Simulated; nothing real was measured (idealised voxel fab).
process module | voxel quadruple lines
cross-section cut | 295 nm wide | cells 5 nm
A cross-section is a grid of square cells, given in bands from the top down. A band is one or more rows of cells.
Each band's line starts with the height of the band's top and of its bottom, in nm. Then come its materials from left to right, each with its width in nm. One material with "throughout" fills the band from edge to edge. "air" is empty space.
Height 0 is the level under which the wafer as received is all one material. The lowest band goes on downwards, as in "0 down".
A width such as "30 to 40" changes by the same amount from each row of cells to the next, from the band's top row to its bottom row.
"no change" after a step means that no cell of the cross-section changed.
closed voids: empty space of 8 cells or more with no open way to the top, each as width x height at its distance from the left edge, in nm
after a step's settings: what the simulator itself notes on the step
overlay nm, on a step with a mask: how far to the right of its planned place the mask lay; to the left if negative
plan
1 op RECEIVE | material Si
2 op CONFORMAL_DEP | material Al2O3 | thk nm 5
3 op DIRECTIONAL_DEP | material TiN | thk nm 15
4 op DIRECTIONAL_DEP | material polySi | thk nm 20
5 op DIRECTIONAL_DEP | material aC | thk nm 20
6 op PATTERN | tone cover | mask id MANDREL | material resist | width nm 20 | thk nm 30 | overlay nm 0
7 op DIRECTIONAL_ETCH | etch materials aC | depth nm 20
8 op STRIP | etch materials resist
9 op CONFORMAL_DEP | material SiO2 | thk nm 10
10 op DIRECTIONAL_ETCH | etch materials SiO2 | depth nm 10
11 op STRIP | etch materials aC
12 op DIRECTIONAL_ETCH | etch materials polySi | depth nm 20
13 op STRIP | etch materials SiO2
14 op CONFORMAL_DEP | material SiCN | thk nm 5
15 op DIRECTIONAL_ETCH | etch materials SiCN | depth nm 5
16 op STRIP | etch materials polySi
17 op DIRECTIONAL_ETCH | etch materials TiN | depth nm 15
18 op STRIP | etch materials SiCN
first wafer, as planned
as received, after step 1
  0 down: Si throughout
  closed voids: none
after step 2
  5 to 0: Al2O3 throughout
  below 0: unchanged
after step 3
  20 to 5: TiN throughout
  below 5: unchanged
after step 4
  40 to 20: polySi throughout
  below 20: unchanged
after step 5
  60 to 40: aC throughout
  below 40: unchanged
after step 6
  90 to 60: air 135 | resist 20 | air 140
  below 60: unchanged
after step 7
  70 to 60: air 135 | resist 20 | air 140
  60 to 40: air 135 | aC 20 | air 140
  below 40: unchanged
after step 8
  60 to 40: air 135 | aC 20 | air 140
  below 40: unchanged
after step 9
  70 to 60: air 125 | SiO2 40 | air 130
  60 to 50: air 125 | SiO2 10 | aC 20 | SiO2 10 | air 130
  50 to 40: SiO2 135 | aC 20 | SiO2 140
  below 40: unchanged
after step 10
  60 to 40: air 125 | SiO2 10 | aC 20 | SiO2 10 | air 130
  below 40: unchanged
after step 11
  60 to 40: air 125 | SiO2 10 | air 20 | SiO2 10 | air 130
  below 40: unchanged
after step 12
  60 to 40: air 125 | SiO2 10 | air 20 | SiO2 10 | air 130
  40 to 20: air 125 | polySi 10 | air 20 | polySi 10 | air 130
  below 20: unchanged
after step 13
  40 to 20: air 125 | polySi 10 | air 20 | polySi 10 | air 130
  below 20: unchanged
after step 14
  45 to 40: air 120 | SiCN 20 | air 10 | SiCN 20 | air 125
  40 to 25: air 120 | SiCN 5 | polySi 10 | SiCN 5 | air 10 | SiCN 5 | polySi 10 | SiCN 5 | air 125
  25 to 20: SiCN 125 | polySi 10 | SiCN 20 | polySi 10 | SiCN 130
  below 20: unchanged
after step 15
  40 to 20: air 120 | SiCN 5 | polySi 10 | SiCN 5 | air 10 | SiCN 5 | polySi 10 | SiCN 5 | air 125
  below 20: unchanged
after step 16
  40 to 20: air 120 | SiCN 5 | air 10 | SiCN 5 | air 10 | SiCN 5 | air 10 | SiCN 5 | air 125
  below 20: unchanged
after step 17
  40 to 20: air 120 | SiCN 5 | air 10 | SiCN 5 | air 10 | SiCN 5 | air 10 | SiCN 5 | air 125
  20 to 5: air 120 | TiN 5 | air 10 | TiN 5 | air 10 | TiN 5 | air 10 | TiN 5 | air 125
  below 5: unchanged
after step 18
  20 to 5: air 120 | TiN 5 | air 10 | TiN 5 | air 10 | TiN 5 | air 10 | TiN 5 | air 125
  below 5: unchanged
second wafer: like start, like plan, one mistake. Through step 1 it matches the first wafer
when step 2 should have ended: no change
when step 3 should have ended
  15 to 0: TiN throughout
  below 0: unchanged
when step 4 should have ended
  35 to 15: polySi throughout
  below 15: unchanged
when step 5 should have ended
  55 to 35: aC throughout
  below 35: unchanged
when step 6 should have ended
  85 to 55: air 135 | resist 20 | air 140
  below 55: unchanged
when step 7 should have ended
  65 to 55: air 135 | resist 20 | air 140
  55 to 35: air 135 | aC 20 | air 140
  below 35: unchanged
when step 8 should have ended
  55 to 35: air 135 | aC 20 | air 140
  below 35: unchanged
when step 9 should have ended
  65 to 55: air 125 | SiO2 40 | air 130
  55 to 45: air 125 | SiO2 10 | aC 20 | SiO2 10 | air 130
  45 to 35: SiO2 135 | aC 20 | SiO2 140
  below 35: unchanged
when step 10 should have ended
  55 to 35: air 125 | SiO2 10 | aC 20 | SiO2 10 | air 130
  below 35: unchanged
when step 11 should have ended
  55 to 35: air 125 | SiO2 10 | air 20 | SiO2 10 | air 130
  below 35: unchanged
when step 12 should have ended
  55 to 35: air 125 | SiO2 10 | air 20 | SiO2 10 | air 130
  35 to 15: air 125 | polySi 10 | air 20 | polySi 10 | air 130
  below 15: unchanged
when step 13 should have ended
  35 to 15: air 125 | polySi 10 | air 20 | polySi 10 | air 130
  below 15: unchanged
when step 14 should have ended
  40 to 35: air 120 | SiCN 20 | air 10 | SiCN 20 | air 125
  35 to 20: air 120 | SiCN 5 | polySi 10 | SiCN 5 | air 10 | SiCN 5 | polySi 10 | SiCN 5 | air 125
  20 to 15: SiCN 125 | polySi 10 | SiCN 20 | polySi 10 | SiCN 130
  below 15: unchanged
when step 15 should have ended
  35 to 15: air 120 | SiCN 5 | polySi 10 | SiCN 5 | air 10 | SiCN 5 | polySi 10 | SiCN 5 | air 125
  below 15: unchanged
when step 16 should have ended
  35 to 15: air 120 | SiCN 5 | air 10 | SiCN 5 | air 10 | SiCN 5 | air 10 | SiCN 5 | air 125
  below 15: unchanged
when step 17 should have ended
  35 to 15: air 120 | SiCN 5 | air 10 | SiCN 5 | air 10 | SiCN 5 | air 10 | SiCN 5 | air 125
  15 to 0: air 120 | TiN 5 | air 10 | TiN 5 | air 10 | TiN 5 | air 10 | TiN 5 | air 125
  below 0: unchanged
when step 18 should have ended
  15 to 0: air 120 | TiN 5 | air 10 | TiN 5 | air 10 | TiN 5 | air 10 | TiN 5 | air 125
  below 0: unchanged
what went wrong: step 2 was left out
at the end the second wafer has, in cells: 59 fewer of Al2O3
